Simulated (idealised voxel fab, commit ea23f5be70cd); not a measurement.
process module | voxel capacitor over wiring
cross-section cut | 220 nm wide | cells 5 nm
A cross-section is a grid of square cells, given in bands from the top down. A band is one or more rows of cells.
Each band's line starts with the height of the band's top and of its bottom, in nm. Then come its materials from left to right, each with its width in nm. One material with "throughout" fills the band from edge to edge. "air" is empty space.
Height 0 is the level under which the wafer as received is all one material. The lowest band goes on downwards, as in "0 down".
A width such as "30 to 40" changes by the same amount from each row of cells to the next, from the band's top row to its bottom row.
"no change" after a step means that no cell of the cross-section changed.
closed voids: empty space of 8 cells or more with no open way to the top, each as width x height at its distance from the left edge, in nm
after a step's settings: what the simulator itself notes on the step
overlay nm, on a step with a mask: how far to the right of its planned place the mask lay; to the left if negative
plan
1 op RECEIVE | material Si
2 op CONFORMAL_DEP | material SiO2 | thk nm 15
3 op DIRECTIONAL_DEP | material TiN | thk nm 5
4 op DIRECTIONAL_DEP | material Ru | thk nm 15
5 op DIRECTIONAL_DEP | material aC | thk nm 10
6 op PATTERN | tone cover | mask id METAL_1 | material resist | width nm 25 | pitch nm 85 | thk nm 30 | overlay nm 0
7 op DIRECTIONAL_ETCH | etch materials aC | depth nm 10
8 op STRIP | etch materials resist
9 op DIRECTIONAL_ETCH | etch materials Ru | depth nm 15
10 op DIRECTIONAL_ETCH | etch materials TiN | depth nm 5
11 op STRIP | etch materials aC
12 op CONFORMAL_DEP | material SiN | thk nm 5
13 op FILL_DEP | material SiO2 | thk nm 5
14 op CMP | height nm 35
15 op CONFORMAL_DEP | material SiCN | thk nm 5
16 op DIRECTIONAL_DEP | material lowk | thk nm 20
17 op PATTERN | tone open | mask id PLUG_1 | material resist | width nm 15 | thk nm 15 | overlay nm 0
18 op DIRECTIONAL_ETCH | etch materials lowk | depth nm 20
19 op DIRECTIONAL_ETCH | etch materials SiCN | depth nm 5
20 op STRIP | etch materials resist
21 op EPI | material Ru | thk nm 10
22 op EPI | material Ru | thk nm 10
23 op EPI | material Ru | thk nm 5
24 op DIRECTIONAL_DEP | material TiN | thk nm 10
25 op DIRECTIONAL_DEP | material Al2O3 | thk nm 5
26 op DIRECTIONAL_DEP | material TiN | thk nm 5
27 op MASKED_ETCH | tone cover | mask id UPPER_PLATE | width nm 65 | etch materials TiN | depth nm 5 | overlay nm 0
28 op MASKED_ETCH | tone cover | mask id UPPER_PLATE | width nm 65 | etch materials Al2O3 | depth nm 5 | overlay nm 0
29 op PATTERN | tone cover | mask id LOWER_PLATE | material resist | width nm 75 | thk nm 20 | overlay nm 0
30 op DIRECTIONAL_ETCH | etch materials TiN | depth nm 10
31 op STRIP | etch materials resist
32 op FILL_DEP | material SiO2 | thk nm 15
33 op CMP | height nm 90
34 op DIRECTIONAL_DEP | material aC | thk nm 10
35 op PATTERN | tone open | mask id PLUG_2 | material resist | width nm 15 | thk nm 30 | overlay nm 0
36 op DIRECTIONAL_ETCH | etch materials aC | depth nm 10
37 op STRIP | etch materials resist
38 op DIRECTIONAL_ETCH | etch materials SiO2 | depth nm 10
39 op STRIP | etch materials aC
40 op CONFORMAL_DEP | material TiN | thk nm 5
41 op FILL_DEP | material W | thk nm 5
42 op CMP | height nm 90
43 op CONFORMAL_DEP | material SiCN | thk nm 5
as received, after step 1
  0 down: Si throughout
  closed voids: none
a wafer at the end: this start, this plan, one mistake
  95 to 90: SiCN throughout
  90 to 85: SiO2 75 | TiN 5 | W 5 | TiN 5 | SiO2 130
  85 to 80: SiO2 75 | TiN 15 | SiO2 130
  80 to 75: SiO2 65 | TiN 15 | SiO2 35 | TiN 15 | SiO2 90
  75 to 70: SiO2 65 | Al2O3 15 | SiO2 35 | Al2O3 15 | SiO2 90
  70 to 60: SiO2 60 | TiN 20 | SiO2 35 | TiN 20 | SiO2 85
  60 to 55: SiO2 30 | Ru 35 | lowk 15 | SiO2 35 | Ru 75 | SiO2 30
  55 to 50: SiO2 30 | Ru 35 | lowk 15 | TiN 35 | Ru 75 | SiO2 30
  50 to 45: SiO2 30 | Ru 35 | lowk 15 | Al2O3 35 | Ru 75 | SiO2 30
  45 to 40: SiO2 30 | Ru 35 | lowk 15 | TiN 35 | Ru 75 | SiO2 30
  40 to 35: SiO2 30 | Ru 35 | SiCN 15 | TiN 35 | Ru 75 | SiO2 30
  35 to 20: SiO2 50 | SiN 5 | Ru 25 | SiN 5 | SiO2 50 | SiN 5 | Ru 25 | SiN 5 | SiO2 50
  20 to 15: SiN 55 | TiN 25 | SiN 60 | TiN 25 | SiN 55
  15 to 0: SiO2 throughout
  0 down: Si throughout
  closed voids: none
what went wrong: step 17 ran as: op PATTERN | tone cover | mask id PLUG_1 | material resist | width nm 15 | thk nm 15 | overlay nm 0
